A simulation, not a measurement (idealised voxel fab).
Process module heading - voxel plated lines
Displayed cross-section: cut, width of 225 nm, square cells sized 5 nm.
Notation: cross-section as square-cell grid; stated in bands, top first, going down; one or more cell rows per band.
Per band: top height and bottom height in nm, followed by the left-to-right materials and their widths in nm; "all across" marks a single material spanning edge to edge, "air" marks empty space.
Heights are expressed relative to 0, this being the level below which the as-received wafer comprises one material exclusively. The lowest band is unbounded in the downward direction and is denoted as in "top 0, no bottom".
Quick explanation for "30 to 40": the width changes in equal steps down the rows of cells, from the first number in the band's top row to the second number in its bottom row.
"nothing different" -> step changed no cross-section cell.
Closed-off voids of 8+ cells (no open route to the top) go in "Enclosed void list", written width x height at distance from the left edge, in nm.
Anything after a step's settings on that line? It's the simulator's own note about the step.
overlay nm: on a step with a mask, how far right of its planned place the mask lay; negative means left.

Listed below are the process steps as planned
step 1: RECEIVE,material Si
step 2: CONFORMAL_DEP,material Al2O3,thk nm 15
step 3: DIRECTIONAL_DEP,material TiN,thk nm 5
step 4: PATTERN,tone open,mask id LINES,material resist,width nm 20,pitch nm 45,thk nm 30,overlay nm 0
step 5: EPI,material Ru,thk nm 5
step 6: EPI,material Ru,thk nm 10
step 7: STRIP,etch materials resist
step 8: DIRECTIONAL_ETCH,etch materials TiN,depth nm 5
step 9: CONFORMAL_DEP,material SiN,thk nm 5

Cross-section, incoming material, after step 1
top 0, no bottom: Si all across
Enclosed void list: none

Below is the wafer in cross-section after the module was completed. It began from the starting point shown above and followed the plan shown above, except that one mistake was made while running it
top 40, bottom 35: air (35), SiN (30), air (15), SiN (30), air (15), SiN (30), air (15), SiN (30), air (25)
top 35, bottom 20: air (35), SiN (5), Ru (20), SiN (5), air (15), SiN (5), Ru (20), SiN (5), air (15), SiN (5), Ru (20), SiN (5), air (15), SiN (5), Ru (20), SiN (5), air (25)
top 20, bottom 15: SiN (40), TiN (20), SiN (25), TiN (20), SiN (25), TiN (20), SiN (25), TiN (20), SiN (30)
top 15, bottom 0: Al2O3 all across
top 0, no bottom: Si all across
Enclosed void list: none
Here's what went sideways: step 4 did not happen as planned, as run it was PATTERN,tone open,mask id LINES,material resist,width nm 20,pitch nm 45,thk nm 30,overlay nm 5
